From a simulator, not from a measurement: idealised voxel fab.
process module | voxel self aligned vias
cross-section cut | 220 nm wide | cells 5 nm
A cross-section is a grid of square cells, given in bands from the top down. A band is one or more rows of cells.
Each band's line starts with the height of the band's top and of its bottom, in nm. Then come its materials from left to right, each with its width in nm. One material with "throughout" fills the band from edge to edge. "air" is empty space.
Height 0 is the level under which the wafer as received is all one material. The lowest band goes on downwards, as in "0 down".
A width such as "30 to 40" changes by the same amount from each row of cells to the next, from the band's top row to its bottom row.
"no change" after a step means that no cell of the cross-section changed.
closed voids: empty space of 8 cells or more with no open way to the top, each as width x height at its distance from the left edge, in nm
after a step's settings: what the simulator itself notes on the step
overlay nm, on a step with a mask: how far to the right of its planned place the mask lay; to the left if negative
plan
1 op RECEIVE | material Si
2 op CONFORMAL_DEP | material SiO2 | thk nm 10
3 op CONFORMAL_DEP | material SiCN | thk nm 5
4 op DIRECTIONAL_DEP | material SiO2 | thk nm 25
5 op MASKED_ETCH | tone open | mask id LINES | width nm 30 | pitch nm 60 | etch materials SiO2 | depth nm 25 | overlay nm 0
6 op CONFORMAL_DEP | material TiN | thk nm 5
7 op FILL_DEP | material W | thk nm 10
8 op CMP | height nm 40
9 op SELECTIVE_ETCH | etch materials W Ru TiN | depth nm 10
10 op FILL_DEP | material SiN | thk nm 5
11 op CMP | height nm 40
12 op DIRECTIONAL_DEP | material SiO2 | thk nm 20
13 op DIRECTIONAL_DEP | material aC | thk nm 15
14 op PATTERN | tone open | mask id VIAS | material resist | width nm 40 | pitch nm 120 | thk nm 30 | overlay nm 0
15 op DIRECTIONAL_ETCH | etch materials aC | depth nm 15
16 op STRIP | etch materials resist
17 op DIRECTIONAL_ETCH | etch materials SiO2 | depth nm 20
18 op DIRECTIONAL_ETCH | etch materials SiN | depth nm 10
19 op STRIP | etch materials aC
20 op CONFORMAL_DEP | material TiN | thk nm 5
21 op FILL_DEP | material Cu | thk nm 5
22 op CMP | height nm 60
23 op CONFORMAL_DEP | material SiN | thk nm 5
as received, after step 1
  0 down: Si throughout
  closed voids: none
first wafer at the end, as planned
  65 to 60: SiN throughout
  60 to 45: SiO2 30 | TiN 5 | Cu 30 | TiN 5 | SiO2 80 | TiN 5 | Cu 30 | TiN 5 | SiO2 30
  45 to 40: SiO2 30 | TiN 10 | Cu 20 | TiN 10 | SiO2 80 | TiN 10 | Cu 20 | TiN 10 | SiO2 30
  40 to 35: SiO2 35 | TiN 5 | Cu 20 | TiN 5 | SiO2 30 | SiN 30 | SiO2 30 | TiN 5 | Cu 20 | TiN 5 | SiO2 35
  35 to 30: SiO2 35 | TiN 30 | SiO2 30 | SiN 30 | SiO2 30 | TiN 30 | SiO2 35
  30 to 20: SiO2 35 | TiN 5 | W 20 | TiN 5 | SiO2 30 | TiN 5 | W 20 | TiN 5 | SiO2 30 | TiN 5 | W 20 | TiN 5 | SiO2 35
  20 to 15: SiO2 35 | TiN 30 | SiO2 30 | TiN 30 | SiO2 30 | TiN 30 | SiO2 35
  15 to 10: SiCN throughout
  10 to 0: SiO2 throughout
  0 down: Si throughout
  closed voids: none
second wafer at the end: like start, like plan, one mistake
  65 to 60: SiN throughout
  60 to 45: SiO2 30 | TiN 5 | Cu 30 | TiN 5 | SiO2 80 | TiN 5 | Cu 30 | TiN 5 | SiO2 30
  45 to 40: SiO2 30 | TiN 10 | Cu 25 | TiN 5 | SiO2 80 | TiN 10 | Cu 25 | TiN 5 | SiO2 30
  40 to 35: SiO2 35 | TiN 5 | Cu 25 | TiN 5 | SiO2 25 | SiN 35 | SiO2 25 | TiN 5 | Cu 25 | TiN 5 | SiO2 30
  35 to 30: SiO2 35 | TiN 35 | SiO2 25 | SiN 35 | SiO2 25 | TiN 35 | SiO2 30
  30 to 20: SiO2 35 | TiN 5 | W 25 | TiN 5 | SiO2 25 | TiN 5 | W 25 | TiN 5 | SiO2 25 | TiN 5 | W 25 | TiN 5 | SiO2 30
  20 to 15: SiO2 35 | TiN 35 | SiO2 25 | TiN 35 | SiO2 25 | TiN 35 | SiO2 30
  15 to 10: SiCN throughout
  10 to 0: SiO2 throughout
  0 down: Si throughout
  closed voids: none
what went wrong: step 5 ran as: op MASKED_ETCH | tone open | mask id LINES | width nm 35 | pitch nm 60 | etch materials SiO2 | depth nm 25 | overlay nm 0
at the end the second wafer has, in cells: 4 more of Cu | 2 more of SiN | 15 fewer of SiO2 | 3 more of TiN | 6 more of W
